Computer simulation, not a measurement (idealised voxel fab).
The document below concerns the process module designated voxel gate over fins.
Cross-section cut: width 240 nm, square cells of 5 nm.
A cross-section is written here as square cells arranged in a grid, and it is given in bands from the top down, each band taking up one or more rows of cells.
Each band's line starts with the height of the band's top and of its bottom, in nm. Then come its materials from left to right, each with its width in nm. One material with "all across" fills the band from edge to edge. "air" is empty space.
The reference from which all heights are counted is 0, the level beneath which the as-received wafer is entirely one material; the lowest band, having no lower bound, proceeds downward and is written after the example "top 0, no bottom".
Graded width ("30 to 40"): value in top row of band = first number; value in bottom row = second number; row-to-row change constant.
When a step is marked "identical to before", none of the cells in the cross-section changed during that step.
The entry "Sealed void list" lists the empty spaces that cover at least 8 cells and have no open path to the top. Each is written as width x height at distance, where the distance is measured from the left edge and all three values are in nm.
Post-settings text on a step line: simulator's own remark regarding the step.
"overlay nm", when on a step's line for a step with a mask, measures how far to the right of its planned place the mask lay; a negative measure means to the left.
Reading guide: pairs of cross-sections, before and after one process step; after view cut off at lowest changed band; step and settings listed under each pair. Pairs may stem from different runs of this module on the same starting wafer; continuity with the pair above only where the "Preceding state" entry states it.
Preceding state:
- top 5, bottom 0  air 15 / TiN 25 / air 35 / TiN 25 / air 35 / TiN 25 / air 35 / TiN 25 / air 20
- top 0, bottom -10  air 15 / TiN 5 / Si 15 / TiN 5 / air 35 / TiN 5 / Si 15 / TiN 5 / air 35 / TiN 5 / Si 15 / TiN 5 / air 35 / TiN 5 / Si 15 / TiN 5 / air 20
- top -10, bottom -15  TiN 20 / Si 15 / TiN 45 / Si 15 / TiN 45 / Si 15 / TiN 45 / Si 15 / TiN 25
- top -15, bottom -25  SiO2 20 / Si 15 / SiO2 45 / Si 15 / SiO2 45 / Si 15 / SiO2 45 / Si 15 / SiO2 25
- top -25, bottom -30  SiO2 20 / Si 15 / SiO2 15 / TiN 5 / W 5 / TiN 5 / SiO2 15 / Si 15 / SiO2 45 / Si 15 / SiO2 45 / Si 15 / SiO2 25
- top -30, bottom -35  SiO2 20 / Si 15 / SiO2 15 / TiN 15 / SiO2 15 / Si 15 / SiO2 45 / Si 15 / SiO2 45 / Si 15 / SiO2 25
- top -35, bottom -40  SiO2 20 / Si 15 / SiO2 45 / Si 15 / SiO2 45 / Si 15 / SiO2 45 / Si 15 / SiO2 25
- top -40, no bottom  Si all across
- Sealed void list: none
Cut View, Post-Step:
- top 10, bottom 5  air 10 / HfO2 35 / air 25 / HfO2 35 / air 25 / HfO2 35 / air 25 / HfO2 35 / air 15
- top 5, bottom 0  air 10 / HfO2 5 / TiN 25 / HfO2 5 / air 25 / HfO2 5 / TiN 25 / HfO2 5 / air 25 / HfO2 5 / TiN 25 / HfO2 5 / air 25 / HfO2 5 / TiN 25 / HfO2 5 / air 15
- top 0, bottom -5  air 10 / HfO2 5 / TiN 5 / Si 15 / TiN 5 / HfO2 5 / air 25 / HfO2 5 / TiN 5 / Si 15 / TiN 5 / HfO2 5 / air 25 / HfO2 5 / TiN 5 / Si 15 / TiN 5 / HfO2 5 / air 25 / HfO2 5 / TiN 5 / Si 15 / TiN 5 / HfO2 5 / air 15
- top -5, bottom -10  HfO2 15 / TiN 5 / Si 15 / TiN 5 / HfO2 35 / TiN 5 / Si 15 / TiN 5 / HfO2 35 / TiN 5 / Si 15 / TiN 5 / HfO2 35 / TiN 5 / Si 15 / TiN 5 / HfO2 20
- Below -10, no change.
- Sealed void list: none
The step carried out between the cross-section before it and the cross-section after it, both shown above, is CONFORMAL_DEP with material HfO2, thk nm 5
Preceding state: Reference is made to the cross-section shown after the step in the pair directly above, which represents the state prior to this step.
Cut View, Post-Step:
- top 20, bottom 10  W all across
- top 10, bottom 5  W 10 / HfO2 35 / W 25 / HfO2 35 / W 25 / HfO2 35 / W 25 / HfO2 35 / W 15
- top 5, bottom 0  W 10 / HfO2 5 / TiN 25 / HfO2 5 / W 25 / HfO2 5 / TiN 25 / HfO2 5 / W 25 / HfO2 5 / TiN 25 / HfO2 5 / W 25 / HfO2 5 / TiN 25 / HfO2 5 / W 15
- top 0, bottom -5  W 10 / HfO2 5 / TiN 5 / Si 15 / TiN 5 / HfO2 5 / W 25 / HfO2 5 / TiN 5 / Si 15 / TiN 5 / HfO2 5 / W 25 / HfO2 5 / TiN 5 / Si 15 / TiN 5 / HfO2 5 / W 25 / HfO2 5 / TiN 5 / Si 15 / TiN 5 / HfO2 5 / W 15
- Below -5, no change.
- Sealed void list: none
The step carried out between the cross-section before it and the cross-section after it, both shown above, is FILL_DEP with material W, thk nm 10
Preceding state: Reference is made to the cross-section shown after the step in the pair directly above, which represents the state prior to this step.
Cut View, Post-Step:
- top 15, bottom 10  W all across
- Below 10, no change.
- Sealed void list: none
The step carried out between the cross-section before it and the cross-section after it, both shown above, is CMP with height nm 15
Preceding state: Reference is made to the cross-section shown after the step in the pair directly above, which represents the state prior to this step.
Cut View, Post-Step:
- top 25, bottom 15  SiN all across
- Below 15, no change.
- Sealed void list: none
The step carried out between the cross-section before it and the cross-section after it, both shown above, is CONFORMAL_DEP with material SiN, thk nm 10
Preceding state:
- top 15, bottom 10  W all across
- top 10, bottom 5  W 10 / TiN 35 / W 25 / TiN 35 / W 25 / TiN 35 / W 25 / TiN 35 / W 15
- top 5, bottom 0  W 10 / TiN 5 / HfO2 25 / TiN 5 / W 25 / TiN 5 / HfO2 25 / TiN 5 / W 25 / TiN 5 / HfO2 25 / TiN 5 / W 25 / TiN 5 / HfO2 25 / TiN 5 / W 15
- top 0, bottom -5  W 10 / TiN 5 / HfO2 5 / Si 15 / HfO2 5 / TiN 5 / W 25 / TiN 5 / HfO2 5 / Si 15 / HfO2 5 / TiN 5 / W 25 / TiN 5 / HfO2 5 / Si 15 / HfO2 5 / TiN 5 / W 25 / TiN 5 / HfO2 5 / Si 15 / HfO2 5 / TiN 5 / W 15
- top -5, bottom -10  TiN 15 / HfO2 5 / Si 15 / HfO2 5 / TiN 35 / HfO2 5 / Si 15 / HfO2 5 / TiN 35 / HfO2 5 / Si 15 / HfO2 5 / TiN 35 / HfO2 5 / Si 15 / HfO2 5 / TiN 20
- top -10, bottom -15  HfO2 20 / Si 15 / HfO2 45 / Si 15 / HfO2 45 / Si 15 / HfO2 45 / Si 15 / HfO2 25
- top -15, bottom -25  SiO2 20 / Si 15 / SiO2 45 / Si 15 / SiO2 45 / Si 15 / SiO2 45 / Si 15 / SiO2 25
- top -25, bottom -30  SiO2 20 / Si 15 / SiO2 15 / TiN 5 / W 5 / TiN 5 / SiO2 15 / Si 15 / SiO2 45 / Si 15 / SiO2 45 / Si 15 / SiO2 25
- top -30, bottom -35  SiO2 20 / Si 15 / SiO2 15 / TiN 15 / SiO2 15 / Si 15 / SiO2 45 / Si 15 / SiO2 45 / Si 15 / SiO2 25
- top -35, bottom -40  SiO2 20 / Si 15 / SiO2 45 / Si 15 / SiO2 45 / Si 15 / SiO2 45 / Si 15 / SiO2 25
- top -40, no bottom  Si all across
- Sealed void list: none
Cut View, Post-Step:
- top 30, bottom 15  SiN all across
- Below 15, no change.
- Sealed void list: none
The step carried out between the cross-section before it and the cross-section after it, both shown above, is CONFORMAL_DEP with material SiN, thk nm 15
Preceding state:
- top 5, bottom 0  SiN all across
- top 0, no bottom  Si all across
- Sealed void list: none
Cut View, Post-Step:
- top 25, bottom 5  air 15 / resist 25 / air 35 / resist 25 / air 35 / resist 25 / air 35 / resist 25 / air 20
- Below 5, no change.
- Sealed void list: none
The step carried out between the cross-section before it and the cross-section after it, both shown above, is PATTERN with tone cover, mask id FINS, material resist, width nm 25, pitch nm 60, thk nm 20, overlay nm 0
Preceding state: Reference is made to the cross-section shown after the step in the pair directly above, which represents the state prior to this step.
Cut View, Post-Step:
- top 25, bottom 5  air 15 / resist 25 / air 35 / resist 25 / air 35 / resist 25 / air 35 / resist 25 / air 20
- top 5, bottom 0  air 15 / SiN 25 / air 35 / SiN 25 / air 35 / SiN 25 / air 35 / SiN 25 / air 20
- Below 0, no change.
- Sealed void list: none
The step carried out between the cross-section before it and the cross-section after it, both shown above, is DIRECTIONAL_ETCH with etch materials SiN, depth nm 5
Preceding state: Reference is made to the cross-section shown after the step in the pair directly above, which represents the state prior to this step.
Cut View, Post-Step:
- top 25, bottom 5  air 15 / resist 25 / air 35 / resist 25 / air 35 / resist 25 / air 35 / resist 25 / air 20
- top 5, bottom 0  air 15 / SiN 25 / air 35 / SiN 25 / air 35 / SiN 25 / air 35 / SiN 25 / air 20
- top 0, bottom -40  air 15 / Si 25 / air 35 / Si 25 / air 35 / Si 25 / air 35 / Si 25 / air 20
- Below -40, no change.
- Sealed void list: none
The step carried out between the cross-section before it and the cross-section after it, both shown above, is DIRECTIONAL_ETCH with etch materials Si, depth nm 40
Preceding state: Reference is made to the cross-section shown after the step in the pair directly above, which represents the state prior to this step.
Cut View, Post-Step:
- top 5, bottom 0  air 15 / SiN 25 / air 35 / SiN 25 / air 35 / SiN 25 / air 35 / SiN 25 / air 20
- Below 0, no change.
- Sealed void list: none
The step carried out between the cross-section before it and the cross-section after it, both shown above, is STRIP with etch materials resist
Preceding state: Reference is made to the cross-section shown after the step in the pair directly above, which represents the state prior to this step.
Cut View, Post-Step:
- top 15, bottom 5  SiO2 all across
- top 5, bottom 0  SiO2 15 / SiN 25 / SiO2 35 / SiN 25 / SiO2 35 / SiN 25 / SiO2 35 / SiN 25 / SiO2 20
- top 0, bottom -40  SiO2 15 / Si 25 / SiO2 35 / Si 25 / SiO2 35 / Si 25 / SiO2 35 / Si 25 / SiO2 20
- Below -40, no change.
- Sealed void list: none
The step carried out between the cross-section before it and the cross-section after it, both shown above, is FILL_DEP with material SiO2, thk nm 10
Preceding state: Reference is made to the cross-section shown after the step in the pair directly above, which represents the state prior to this step.
Cut View, Post-Step:
- top 5, bottom 0  SiO2 15 / SiN 25 / SiO2 35 / SiN 25 / SiO2 35 / SiN 25 / SiO2 35 / SiN 25 / SiO2 20
- Below 0, no change.
- Sealed void list: none
The step carried out between the cross-section before it and the cross-section after it, both shown above, is CMP with height nm 5
Preceding state: Reference is made to the cross-section shown after the step in the pair directly above, which represents the state prior to this step.
Cut View, Post-Step:
- top 5, bottom 0  SiO2 15 / SiN 25 / SiO2 10 / air 15 / SiO2 10 / SiN 25 / SiO2 35 / SiN 25 / SiO2 35 / SiN 25 / SiO2 20
- top 0, bottom -35  SiO2 15 / Si 25 / SiO2 10 / air 15 / SiO2 10 / Si 25 / SiO2 35 / Si 25 / SiO2 35 / Si 25 / SiO2 20
- Below -35, no change.
- Sealed void list: none
The step carried out between the cross-section before it and the cross-section after it, both shown above, is MASKED_ETCH with tone open, mask id RAIL, width nm 15, etch materials SiO2, depth nm 40, overlay nm 0
Preceding state: Reference is made to the cross-section shown after the step in the pair directly above, which represents the state prior to this step.
Cut View, Post-Step:
- top 10, bottom 5  TiN 55 / air 5 / TiN 180
- top 5, bottom 0  SiO2 15 / SiN 25 / SiO2 10 / TiN 5 / air 5 / TiN 5 / SiO2 10 / SiN 25 / SiO2 35 / SiN 25 / SiO2 35 / SiN 25 / SiO2 20
- top 0, bottom -30  SiO2 15 / Si 25 / SiO2 10 / TiN 5 / air 5 / TiN 5 / SiO2 10 / Si 25 / SiO2 35 / Si 25 / SiO2 35 / Si 25 / SiO2 20
- top -30, bottom -35  SiO2 15 / Si 25 / SiO2 10 / TiN 15 / SiO2 10 / Si 25 / SiO2 35 / Si 25 / SiO2 35 / Si 25 / SiO2 20
- Below -35, no change.
- Sealed void list: none
The step carried out between the cross-section before it and the cross-section after it, both shown above, is CONFORMAL_DEP with material TiN, thk nm 5
Preceding state: Reference is made to the cross-section shown after the step in the pair directly above, which represents the state prior to this step.
Cut View, Post-Step:
- top 20, bottom 10  W all across
- top 10, bottom 5  TiN 55 / W 5 / TiN 180
- top 5, bottom 0  SiO2 15 / SiN 25 / SiO2 10 / TiN 5 / W 5 / TiN 5 / SiO2 10 / SiN 25 / SiO2 35 / SiN 25 / SiO2 35 / SiN 25 / SiO2 20
- top 0, bottom -30  SiO2 15 / Si 25 / SiO2 10 / TiN 5 / W 5 / TiN 5 / SiO2 10 / Si 25 / SiO2 35 / Si 25 / SiO2 35 / Si 25 / SiO2 20
- Below -30, no change.
- Sealed void list: none
The step carried out between the cross-section before it and the cross-section after it, both shown above, is FILL_DEP with material W, thk nm 10
Preceding state: Reference is made to the cross-section shown after the step in the pair directly above, which represents the state prior to this step.
Cut View, Post-Step:
- top 5, bottom 0  SiO2 15 / SiN 25 / SiO2 10 / TiN 5 / W 5 / TiN 5 / SiO2 10 / SiN 25 / SiO2 35 / SiN 25 / SiO2 35 / SiN 25 / SiO2 20
- Below 0, no change.
- Sealed void list: none
The step carried out between the cross-section before it and the cross-section after it, both shown above, is CMP with height nm 5
Preceding state: Reference is made to the cross-section shown after the step in the pair directly above, which represents the state prior to this step.
Cut View, Post-Step:
- top 5, bottom 0  SiO2 15 / SiN 25 / SiO2 10 / air 15 / SiO2 10 / SiN 25 / SiO2 35 / SiN 25 / SiO2 35 / SiN 25 / SiO2 20
- top 0, bottom -25  SiO2 15 / Si 25 / SiO2 10 / air 15 / SiO2 10 / Si 25 / SiO2 35 / Si 25 / SiO2 35 / Si 25 / SiO2 20
- Below -25, no change.
- Sealed void list: none
The step carried out between the cross-section before it and the cross-section after it, both shown above, is SELECTIVE_ETCH with etch materials W Ru TiN, depth nm 30
Preceding state: Reference is made to the cross-section shown after the step in the pair directly above, which represents the state prior to this step.
Cut View, Post-Step:
- top 10, bottom 5  SiO2 all across
- top 5, bottom 0  SiO2 15 / SiN 25 / SiO2 35 / SiN 25 / SiO2 35 / SiN 25 / SiO2 35 / SiN 25 / SiO2 20
- top 0, bottom -25  SiO2 15 / Si 25 / SiO2 35 / Si 25 / SiO2 35 / Si 25 / SiO2 35 / Si 25 / SiO2 20
- Below -25, no change.
- Sealed void list: none
The step carried out between the cross-section before it and the cross-section after it, both shown above, is FILL_DEP with material SiO2, thk nm 5
Preceding state: Reference is made to the cross-section shown after the step in the pair directly above, which represents the state prior to this step.
Cut View, Post-Step:
- top 5, bottom 0  SiO2 15 / SiN 25 / SiO2 35 / SiN 25 / SiO2 35 / SiN 25 / SiO2 35 / SiN 25 / SiO2 20
- Below 0, no change.
- Sealed void list: none
The step carried out between the cross-section before it and the cross-section after it, both shown above, is CMP with height nm 5
Preceding state: Reference is made to the cross-section shown after the step in the pair directly above, which represents the state prior to this step.
Cut View, Post-Step:
- top 5, bottom 0  air 15 / SiN 25 / air 35 / SiN 25 / air 35 / SiN 25 / air 35 / SiN 25 / air 20
- top 0, bottom -15  air 15 / Si 25 / air 35 / Si 25 / air 35 / Si 25 / air 35 / Si 25 / air 20
- Below -15, no change.
- Sealed void list: none
The step carried out between the cross-section before it and the cross-section after it, both shown above, is SELECTIVE_ETCH with etch materials SiO2, depth nm 20
Preceding state: Reference is made to the cross-section shown after the step in the pair directly above, which represents the state prior to this step.
Cut View, Post-Step:
- top 0, bottom -15  air 15 / Si 25 / air 35 / Si 25 / air 35 / Si 25 / air 35 / Si 25 / air 20
- Below -15, no change.
- Sealed void list: none
The step carried out between the cross-section before it and the cross-section after it, both shown above, is STRIP with etch materials SiN
Preceding state: Reference is made to the cross-section shown after the step in the pair directly above, which represents the state prior to this step.
Cut View, Post-Step:
- top 5, bottom 0  air 10 / HfO2 35 / air 25 / HfO2 35 / air 25 / HfO2 35 / air 25 / HfO2 35 / air 15
- top 0, bottom -10  air 10 / HfO2 5 / Si 25 / HfO2 5 / air 25 / HfO2 5 / Si 25 / HfO2 5 / air 25 / HfO2 5 / Si 25 / HfO2 5 / air 25 / HfO2 5 / Si 25 / HfO2 5 / air 15
- top -10, bottom -15  HfO2 15 / Si 25 / HfO2 35 / Si 25 / HfO2 35 / Si 25 / HfO2 35 / Si 25 / HfO2 20
- Below -15, no change.
- Sealed void list: none
The step carried out between the cross-section before it and the cross-section after it, both shown above, is CONFORMAL_DEP with material HfO2, thk nm 5
Preceding state: Reference is made to the cross-section shown after the step in the pair directly above, which represents the state prior to this step.
Cut View, Post-Step:
- top 10, bottom 5  air 5 / TiN 45 / air 15 / TiN 45 / air 15 / TiN 45 / air 15 / TiN 45 / air 10
- top 5, bottom 0  air 5 / TiN 5 / HfO2 35 / TiN 5 / air 15 / TiN 5 / HfO2 35 / TiN 5 / air 15 / TiN 5 / HfO2 35 / TiN 5 / air 15 / TiN 5 / HfO2 35 / TiN 5 / air 10
- top 0, bottom -5  air 5 / TiN 5 / HfO2 5 / Si 25 / HfO2 5 / TiN 5 / air 15 / TiN 5 / HfO2 5 / Si 25 / HfO2 5 / TiN 5 / air 15 / TiN 5 / HfO2 5 / Si 25 / HfO2 5 / TiN 5 / air 15 / TiN 5 / HfO2 5 / Si 25 / HfO2 5 / TiN 5 / air 10
- top -5, bottom -10  TiN 10 / HfO2 5 / Si 25 / HfO2 5 / TiN 25 / HfO2 5 / Si 25 / HfO2 5 / TiN 25 / HfO2 5 / Si 25 / HfO2 5 / TiN 25 / HfO2 5 / Si 25 / HfO2 5 / TiN 15
- Below -10, no change.
- Sealed void list: none
The step carried out between the cross-section before it and the cross-section after it, both shown above, is CONFORMAL_DEP with material TiN, thk nm 5
Preceding state: Reference is made to the cross-section shown after the step in the pair directly above, which represents the state prior to this step.
Cut View, Post-Step:
- top 20, bottom 10  W all across
- top 10, bottom 5  W 5 / TiN 45 / W 15 / TiN 45 / W 15 / TiN 45 / W 15 / TiN 45 / W 10
- top 5, bottom 0  W 5 / TiN 5 / HfO2 35 / TiN 5 / W 15 / TiN 5 / HfO2 35 / TiN 5 / W 15 / TiN 5 / HfO2 35 / TiN 5 / W 15 / TiN 5 / HfO2 35 / TiN 5 / W 10
- top 0, bottom -5  W 5 / TiN 5 / HfO2 5 / Si 25 / HfO2 5 / TiN 5 / W 15 / TiN 5 / HfO2 5 / Si 25 / HfO2 5 / TiN 5 / W 15 / TiN 5 / HfO2 5 / Si 25 / HfO2 5 / TiN 5 / W 15 / TiN 5 / HfO2 5 / Si 25 / HfO2 5 / TiN 5 / W 10
- Below -5, no change.
- Sealed void list: none
The step carried out between the cross-section before it and the cross-section after it, both shown above, is FILL_DEP with material W, thk nm 10
Preceding state: Reference is made to the cross-section shown after the step in the pair directly above, which represents the state prior to this step.
Cut View, Post-Step:
- top 15, bottom 10  W all across
- Below 10, no change.
- Sealed void list: none
The step carried out between the cross-section before it and the cross-section after it, both shown above, is CMP with height nm 15
Preceding state: Reference is made to the cross-section shown after the step in the pair directly above, which represents the state prior to this step.
Cut View, Post-Step:
- top 25, bottom 15  SiN all across
- Below 15, no change.
- Sealed void list: none
The step carried out between the cross-section before it and the cross-section after it, both shown above, is CONFORMAL_DEP with material SiN, thk nm 10
Preceding state:
- top 5, bottom 0  SiN all across
- top 0, no bottom  Si all across
- Sealed void list: none
Cut View, Post-Step:
- top 25, bottom 5  air 25 / resist 15 / air 45 / resist 15 / air 45 / resist 15 / air 45 / resist 15 / air 20
- Below 5, no change.
- Sealed void list: none
The step carried out between the cross-section before it and the cross-section after it, both shown above, is PATTERN with tone cover, mask id FINS, material resist, width nm 15, pitch nm 60, thk nm 20, overlay nm 5
Preceding state: Reference is made to the cross-section shown after the step in the pair directly above, which represents the state prior to this step.
Cut View, Post-Step:
- top 25, bottom 5  air 25 / resist 15 / air 45 / resist 15 / air 45 / resist 15 / air 45 / resist 15 / air 20
- top 5, bottom 0  air 25 / SiN 15 / air 45 / SiN 15 / air 45 / SiN 15 / air 45 / SiN 15 / air 20
- Below 0, no change.
- Sealed void list: none
The step carried out between the cross-section before it and the cross-section after it, both shown above, is DIRECTIONAL_ETCH with etch materials SiN, depth nm 5
Preceding state: Reference is made to the cross-section shown after the step in the pair directly above, which represents the state prior to this step.
Cut View, Post-Step:
- top 25, bottom 5  air 25 / resist 15 / air 45 / resist 15 / air 45 / resist 15 / air 45 / resist 15 / air 20
- top 5, bottom 0  air 25 / SiN 15 / air 45 / SiN 15 / air 45 / SiN 15 / air 45 / SiN 15 / air 20
- top 0, bottom -40  air 25 / Si 15 / air 45 / Si 15 / air 45 / Si 15 / air 45 / Si 15 / air 20
- Below -40, no change.
- Sealed void list: none
The step carried out between the cross-section before it and the cross-section after it, both shown above, is DIRECTIONAL_ETCH with etch materials Si, depth nm 40
Preceding state: Reference is made to the cross-section shown after the step in the pair directly above, which represents the state prior to this step.
Cut View, Post-Step:
- top 5, bottom 0  air 25 / SiN 15 / air 45 / SiN 15 / air 45 / SiN 15 / air 45 / SiN 15 / air 20
- Below 0, no change.
- Sealed void list: none
The step carried out between the cross-section before it and the cross-section after it, both shown above, is STRIP with etch materials resist
Preceding state: Reference is made to the cross-section shown after the step in the pair directly above, which represents the state prior to this step.
Cut View, Post-Step:
- top 15, bottom 5  SiO2 all across
- top 5, bottom 0  SiO2 25 / SiN 15 / SiO2 45 / SiN 15 / SiO2 45 / SiN 15 / SiO2 45 / SiN 15 / SiO2 20
- top 0, bottom -40  SiO2 25 / Si 15 / SiO2 45 / Si 15 / SiO2 45 / Si 15 / SiO2 45 / Si 15 / SiO2 20
- Below -40, no change.
- Sealed void list: none
The step carried out between the cross-section before it and the cross-section after it, both shown above, is FILL_DEP with material SiO2, thk nm 10
Preceding state: Reference is made to the cross-section shown after the step in the pair directly above, which represents the state prior to this step.
Cut View, Post-Step:
- top 5, bottom 0  SiO2 25 / SiN 15 / SiO2 45 / SiN 15 / SiO2 45 / SiN 15 / SiO2 45 / SiN 15 / SiO2 20
- Below 0, no change.
- Sealed void list: none
The step carried out between the cross-section before it and the cross-section after it, both shown above, is CMP with height nm 5
Preceding state: Reference is made to the cross-section shown after the step in the pair directly above, which represents the state prior to this step.
Cut View, Post-Step:
- top 5, bottom 0  SiO2 25 / SiN 15 / SiO2 10 / air 15 / SiO2 20 / SiN 15 / SiO2 45 / SiN 15 / SiO2 45 / SiN 15 / SiO2 20
- top 0, bottom -35  SiO2 25 / Si 15 / SiO2 10 / air 15 / SiO2 20 / Si 15 / SiO2 45 / Si 15 / SiO2 45 / Si 15 / SiO2 20
- Below -35, no change.
- Sealed void list: none
The step carried out between the cross-section before it and the cross-section after it, both shown above, is MASKED_ETCH with tone open, mask id RAIL, width nm 15, etch materials SiO2, depth nm 40, overlay nm 0
Preceding state: Reference is made to the cross-section shown after the step in the pair directly above, which represents the state prior to this step.
Cut View, Post-Step:
- top 10, bottom 5  TiN 55 / air 5 / TiN 180
- top 5, bottom 0  SiO2 25 / SiN 15 / SiO2 10 / TiN 5 / air 5 / TiN 5 / SiO2 20 / SiN 15 / SiO2 45 / SiN 15 / SiO2 45 / SiN 15 / SiO2 20
- top 0, bottom -30  SiO2 25 / Si 15 / SiO2 10 / TiN 5 / air 5 / TiN 5 / SiO2 20 / Si 15 / SiO2 45 / Si 15 / SiO2 45 / Si 15 / SiO2 20
- top -30, bottom -35  SiO2 25 / Si 15 / SiO2 10 / TiN 15 / SiO2 20 / Si 15 / SiO2 45 / Si 15 / SiO2 45 / Si 15 / SiO2 20
- Below -35, no change.
- Sealed void list: none
The step carried out between the cross-section before it and the cross-section after it, both shown above, is CONFORMAL_DEP with material TiN, thk nm 5
Preceding state: Reference is made to the cross-section shown after the step in the pair directly above, which represents the state prior to this step.
Cut View, Post-Step:
- top 20, bottom 10  W all across
- top 10, bottom 5  TiN 55 / W 5 / TiN 180
- top 5, bottom 0  SiO2 25 / SiN 15 / SiO2 10 / TiN 5 / W 5 / TiN 5 / SiO2 20 / SiN 15 / SiO2 45 / SiN 15 / SiO2 45 / SiN 15 / SiO2 20
- top 0, bottom -30  SiO2 25 / Si 15 / SiO2 10 / TiN 5 / W 5 / TiN 5 / SiO2 20 / Si 15 / SiO2 45 / Si 15 / SiO2 45 / Si 15 / SiO2 20
- Below -30, no change.
- Sealed void list: none
The step carried out between the cross-section before it and the cross-section after it, both shown above, is FILL_DEP with material W, thk nm 10
Preceding state: Reference is made to the cross-section shown after the step in the pair directly above, which represents the state prior to this step.
Cut View, Post-Step:
- top 5, bottom 0  SiO2 25 / SiN 15 / SiO2 10 / TiN 5 / W 5 / TiN 5 / SiO2 20 / SiN 15 / SiO2 45 / SiN 15 / SiO2 45 / SiN 15 / SiO2 20
- Below 0, no change.
- Sealed void list: none
The step carried out between the cross-section before it and the cross-section after it, both shown above, is CMP with height nm 5
Preceding state: Reference is made to the cross-section shown after the step in the pair directly above, which represents the state prior to this step.
Cut View, Post-Step:
- top 5, bottom 0  SiO2 25 / SiN 15 / SiO2 10 / air 15 / SiO2 20 / SiN 15 / SiO2 45 / SiN 15 / SiO2 45 / SiN 15 / SiO2 20
- top 0, bottom -25  SiO2 25 / Si 15 / SiO2 10 / air 15 / SiO2 20 / Si 15 / SiO2 45 / Si 15 / SiO2 45 / Si 15 / SiO2 20
- Below -25, no change.
- Sealed void list: none
The step carried out between the cross-section before it and the cross-section after it, both shown above, is SELECTIVE_ETCH with etch materials W Ru TiN, depth nm 30
Preceding state: Reference is made to the cross-section shown after the step in the pair directly above, which represents the state prior to this step.
Cut View, Post-Step:
- top 10, bottom 5  SiO2 all across
- top 5, bottom 0  SiO2 25 / SiN 15 / SiO2 45 / SiN 15 / SiO2 45 / SiN 15 / SiO2 45 / SiN 15 / SiO2 20
- top 0, bottom -25  SiO2 25 / Si 15 / SiO2 45 / Si 15 / SiO2 45 / Si 15 / SiO2 45 / Si 15 / SiO2 20
- Below -25, no change.
- Sealed void list: none
The step carried out between the cross-section before it and the cross-section after it, both shown above, is FILL_DEP with material SiO2, thk nm 5
Preceding state: Reference is made to the cross-section shown after the step in the pair directly above, which represents the state prior to this step.
Cut View, Post-Step:
- top 5, bottom 0  SiO2 25 / SiN 15 / SiO2 45 / SiN 15 / SiO2 45 / SiN 15 / SiO2 45 / SiN 15 / SiO2 20
- Below 0, no change.
- Sealed void list: none
The step carried out between the cross-section before it and the cross-section after it, both shown above, is CMP with height nm 5
Preceding state: Reference is made to the cross-section shown after the step in the pair directly above, which represents the state prior to this step.
Cut View, Post-Step:
- top 5, bottom 0  air 25 / SiN 15 / air 45 / SiN 15 / air 45 / SiN 15 / air 45 / SiN 15 / air 20
- top 0, bottom -15  air 25 / Si 15 / air 45 / Si 15 / air 45 / Si 15 / air 45 / Si 15 / air 20
- Below -15, no change.
- Sealed void list: none
The step carried out between the cross-section before it and the cross-section after it, both shown above, is SELECTIVE_ETCH with etch materials SiO2, depth nm 20
Preceding state: Reference is made to the cross-section shown after the step in the pair directly above, which represents the state prior to this step.
Cut View, Post-Step:
- top 0, bottom -15  air 25 / Si 15 / air 45 / Si 15 / air 45 / Si 15 / air 45 / Si 15 / air 20
- Below -15, no change.
- Sealed void list: none
The step carried out between the cross-section before it and the cross-section after it, both shown above, is STRIP with etch materials SiN
Preceding state: Reference is made to the cross-section shown after the step in the pair directly above, which represents the state prior to this step.
Cut View, Post-Step:
- top 5, bottom 0  air 20 / HfO2 25 / air 35 / HfO2 25 / air 35 / HfO2 25 / air 35 / HfO2 25 / air 15
- top 0, bottom -10  air 20 / HfO2 5 / Si 15 / HfO2 5 / air 35 / HfO2 5 / Si 15 / HfO2 5 / air 35 / HfO2 5 / Si 15 / HfO2 5 / air 35 / HfO2 5 / Si 15 / HfO2 5 / air 15
- top -10, bottom -15  HfO2 25 / Si 15 / HfO2 45 / Si 15 / HfO2 45 / Si 15 / HfO2 45 / Si 15 / HfO2 20
- Below -15, no change.
- Sealed void list: none
The step carried out between the cross-section before it and the cross-section after it, both shown above, is CONFORMAL_DEP with material HfO2, thk nm 5
Preceding state: Reference is made to the cross-section shown after the step in the pair directly above, which represents the state prior to this step.
Cut View, Post-Step:
- top 10, bottom 5  air 15 / TiN 35 / air 25 / TiN 35 / air 25 / TiN 35 / air 25 / TiN 35 / air 10
- top 5, bottom 0  air 15 / TiN 5 / HfO2 25 / TiN 5 / air 25 / TiN 5 / HfO2 25 / TiN 5 / air 25 / TiN 5 / HfO2 25 / TiN 5 / air 25 / TiN 5 / HfO2 25 / TiN 5 / air 10
- top 0, bottom -5  air 15 / TiN 5 / HfO2 5 / Si 15 / HfO2 5 / TiN 5 / air 25 / TiN 5 / HfO2 5 / Si 15 / HfO2 5 / TiN 5 / air 25 / TiN 5 / HfO2 5 / Si 15 / HfO2 5 / TiN 5 / air 25 / TiN 5 / HfO2 5 / Si 15 / HfO2 5 / TiN 5 / air 10
- top -5, bottom -10  TiN 20 / HfO2 5 / Si 15 / HfO2 5 / TiN 35 / HfO2 5 / Si 15 / HfO2 5 / TiN 35 / HfO2 5 / Si 15 / HfO2 5 / TiN 35 / HfO2 5 / Si 15 / HfO2 5 / TiN 15
- Below -10, no change.
- Sealed void list: none
The step carried out between the cross-section before it and the cross-section after it, both shown above, is CONFORMAL_DEP with material TiN, thk nm 5
Preceding state: Reference is made to the cross-section shown after the step in the pair directly above, which represents the state prior to this step.
Cut View, Post-Step:
- top 20, bottom 10  W all across
- top 10, bottom 5  W 15 / TiN 35 / W 25 / TiN 35 / W 25 / TiN 35 / W 25 / TiN 35 / W 10
- top 5, bottom 0  W 15 / TiN 5 / HfO2 25 / TiN 5 / W 25 / TiN 5 / HfO2 25 / TiN 5 / W 25 / TiN 5 / HfO2 25 / TiN 5 / W 25 / TiN 5 / HfO2 25 / TiN 5 / W 10
- top 0, bottom -5  W 15 / TiN 5 / HfO2 5 / Si 15 / HfO2 5 / TiN 5 / W 25 / TiN 5 / HfO2 5 / Si 15 / HfO2 5 / TiN 5 / W 25 / TiN 5 / HfO2 5 / Si 15 / HfO2 5 / TiN 5 / W 25 / TiN 5 / HfO2 5 / Si 15 / HfO2 5 / TiN 5 / W 10
- Below -5, no change.
- Sealed void list: none
The step carried out between the cross-section before it and the cross-section after it, both shown above, is FILL_DEP with material W, thk nm 10
Preceding state: Reference is made to the cross-section shown after the step in the pair directly above, which represents the state prior to this step.
Cut View, Post-Step:
- top 15, bottom 10  W all across
- Below 10, no change.
- Sealed void list: none
The step carried out between the cross-section before it and the cross-section after it, both shown above, is CMP with height nm 15
Preceding state: Reference is made to the cross-section shown after the step in the pair directly above, which represents the state prior to this step.
Cut View, Post-Step:
- top 25, bottom 15  SiN all across
- Below 15, no change.
- Sealed void list: none
The step carried out between the cross-section before it and the cross-section after it, both shown above, is CONFORMAL_DEP with material SiN, thk nm 10
